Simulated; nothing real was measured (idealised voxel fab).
Documented hereafter: the process module known as voxel capacitor over wiring.
Square cells of 5 nm make up the cross-section cut, whose width is 235 nm.
In what follows, cross-sections appear as grids of square cells, described through bands that run from the top down, where every band is one or more rows of cells. In this notation a band is specified by the heights of its top and bottom, in that order and in nm, after which its materials appear from left to right, each paired with its width in nm. The word "edge to edge" attached to a single material means that material fills the band from edge to edge; the word "air" stands for empty space. Height reference: 0 = level under which incoming wafer is all one material. Lowest band: no bottom, runs on downward, e.g. "0 nm and below". The expression "30..40" gives the width at the extremes of the band, the first number at its top row of cells and the second at its bottom row, with the width changing by equal amounts from each row to the next in between. Any step labelled "no modification" changed none of the cells in the cross-section. Empty spaces counting at least 8 cells and having no open way to the top are listed in "Cavities, sealed". The notation width x height at distance is used for each, the distance being from the left edge and all three values in nm. Read whatever lies past the settings on a step's line as the simulator's own remark about the step. "overlay nm" on a masked step: distance the mask lay right of its planned place, negative for left.

## The following list gives the planned process steps
step 1: RECEIVE (material Si)
step 2: CONFORMAL_DEP (material SiO2; thk nm 10)
step 3: CONFORMAL_DEP (material SiCN; thk nm 5)
step 4: DIRECTIONAL_DEP (material SiO2; thk nm 15)
step 5: DIRECTIONAL_DEP (material aC; thk nm 15)
step 6: PATTERN (tone open; mask id METAL_1; material resist; width nm 20; pitch nm 80; thk nm 35; overlay nm 0)
step 7: DIRECTIONAL_ETCH (etch materials aC; depth nm 15)
step 8: STRIP (etch materials resist)
step 9: DIRECTIONAL_ETCH (etch materials SiO2; depth nm 15)
step 10: DIRECTIONAL_ETCH (etch materials SiCN; depth nm 5)
step 11: STRIP (etch materials aC)
step 12: CONFORMAL_DEP (material TiN; thk nm 5)
step 13: FILL_DEP (material Cu; thk nm 5)
step 14: CMP (height nm 30)
step 15: CONFORMAL_DEP (material SiCN; thk nm 5)
step 16: DIRECTIONAL_DEP (material SiO2; thk nm 15)
step 17: PATTERN (tone open; mask id PLUG_1; material resist; width nm 15; thk nm 15; overlay nm 0)
step 18: DIRECTIONAL_ETCH (etch materials SiO2; depth nm 15)
step 19: DIRECTIONAL_ETCH (etch materials SiCN; depth nm 5)
step 20: STRIP (etch materials resist)
step 21: CONFORMAL_DEP (material TiN; thk nm 5)
step 22: FILL_DEP (material W; thk nm 10)
step 23: CMP (height nm 50)
step 24: DIRECTIONAL_DEP (material TiN; thk nm 10)
step 25: DIRECTIONAL_DEP (material HfO2; thk nm 5)
step 26: DIRECTIONAL_DEP (material TiN; thk nm 5)
step 27: PATTERN (tone cover; mask id UPPER_PLATE; material resist; width nm 65; thk nm 20; overlay nm 0)
step 28: DIRECTIONAL_ETCH (etch materials TiN; depth nm 5)
step 29: DIRECTIONAL_ETCH (etch materials HfO2; depth nm 5)
step 30: STRIP (etch materials resist)
step 31: PATTERN (tone cover; mask id LOWER_PLATE; material resist; width nm 65; thk nm 20; overlay nm 0)
step 32: DIRECTIONAL_ETCH (etch materials TiN; depth nm 10)
step 33: STRIP (etch materials resist)
step 34: FILL_DEP (material SiO2; thk nm 20)
step 35: CMP (height nm 85)
step 36: PATTERN (tone open; mask id PLUG_2; material resist; width nm 15; thk nm 15; overlay nm 0)
step 37: DIRECTIONAL_ETCH (etch materials SiO2; depth nm 15)
step 38: STRIP (etch materials resist)
step 39: CONFORMAL_DEP (material TiN; thk nm 5)
step 40: FILL_DEP (material W; thk nm 10)
step 41: CMP (height nm 85)
step 42: CONFORMAL_DEP (material SiN; thk nm 5)
Be aware that, although all wafers share a common starting state, the width nm at step 31 differs among them, and the plan displays the first wafer's value.

## Cross-section, first of several wafers, as delivered after step 1
- 0 nm and below | Si edge to edge
- Cavities, sealed: none

## Take any row and you have a wafer at the end of the module: how many cells of each material it has gained (+) or lost (-) since it was received, and then its closed voids
width nm 65, +12 Cu, +13 HfO2, +83 SiCN, +47 SiN, +611 SiO2, +75 TiN, +5 W, Cavities, sealed: none
width nm 70, +12 Cu, +13 HfO2, +83 SiCN, +47 SiN, +609 SiO2, +77 TiN, +5 W, Cavities, sealed: none
width nm 75, +12 Cu, +13 HfO2, +83 SiCN, +47 SiN, +607 SiO2, +79 TiN, +5 W, Cavities, sealed: none
width nm 80, +12 Cu, +13 HfO2, +83 SiCN, +47 SiN, +605 SiO2, +81 TiN, +5 W, Cavities, sealed: none
width nm 85, +12 Cu, +13 HfO2, +83 SiCN, +47 SiN, +603 SiO2, +83 TiN, +5 W, Cavities, sealed: none
width nm 90, +12 Cu, +13 HfO2, +83 SiCN, +47 SiN, +601 SiO2, +85 TiN, +5 W, Cavities, sealed: none
